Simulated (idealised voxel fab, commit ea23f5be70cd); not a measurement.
You're looking at the process module voxel trench capacitor.
We display cut, a cross-section 160 nm in width whose square cells are each 5 nm.
This document writes a cross-section as a grid whose cells are square, and gives it as bands, listed from the top down; one or more rows of cells form a band. What a band's entry tells you: where the top is and where the bottom is, as heights in nm, and after that what lies inside, material by material from left to right, each with its width in nm. Empty space is written as the word "air", and a single material marked with the word "all across" occupies the band from edge to edge. Height is counted from the level 0, under which the received wafer is composed throughout of one material. The lowest of the bands is not closed at the bottom but continues downward, in the notation "0 down". Width spec "30 to 40" -> top row of cells at first value, bottom row at second value, equal per-row change in between. Where a step carries "all unchanged", the cross-section came out of it unchanged, cell for cell. If an empty space has no open way to the top and is at least 8 cells in size, "Closed void list" lists it, written width x height at distance, where distance is measured from the left edge and every value is in nm. Text after the settings on a step's line: the simulator's own remark on that step. Steps that use a mask can have "overlay nm" on their line. It says how far the mask sat to the right of where it was meant to be. Negative means to the left.
**Steps planned for the process**
1 RECEIVE [material Si]
2 CONFORMAL_DEP [material SiN] [thk nm 5]
3 DIRECTIONAL_DEP [material aC] [thk nm 15]
4 PATTERN [tone open] [mask id TRENCH] [material resist] [width nm 20] [pitch nm 40] [thk nm 35] [overlay nm 0]
5 DIRECTIONAL_ETCH [etch materials aC] [depth nm 15]
6 STRIP [etch materials resist]
7 DIRECTIONAL_ETCH [etch materials SiN] [depth nm 5]
8 DIRECTIONAL_ETCH [etch materials Si] [depth nm 30]
9 STRIP [etch materials aC]
10 CONFORMAL_DEP [material SiO2] [thk nm 5]
11 FILL_DEP [material polySi] [thk nm 10]
12 CMP [height nm 5]
**As-received state of the wafer in cross-section, equivalent to post-step 1**
0 down = Si all across
Closed void list: none
**Wafer cross-section at end of module: start and plan as shown above, one execution error**
5 to 0 = polySi=30, then SiO2=5, then polySi=10, then SiO2=5, then polySi=20, then SiO2=5, then polySi=10, then SiO2=5, then polySi=20, then SiO2=5, then polySi=10, then SiO2=5, then polySi=30
0 to -20 = Si=30, then SiO2=5, then polySi=10, then SiO2=5, then Si=20, then SiO2=5, then polySi=10, then SiO2=5, then Si=20, then SiO2=5, then polySi=10, then SiO2=5, then Si=30
-20 to -25 = Si=30, then SiO2=20, then Si=20, then SiO2=20, then Si=20, then SiO2=20, then Si=30
-25 down = Si all across
Closed void list: none
Deviation noted in wafer processing: step 2, actual vs plan mismatch, actual run CONFORMAL_DEP [material polySi] [thk nm 5]
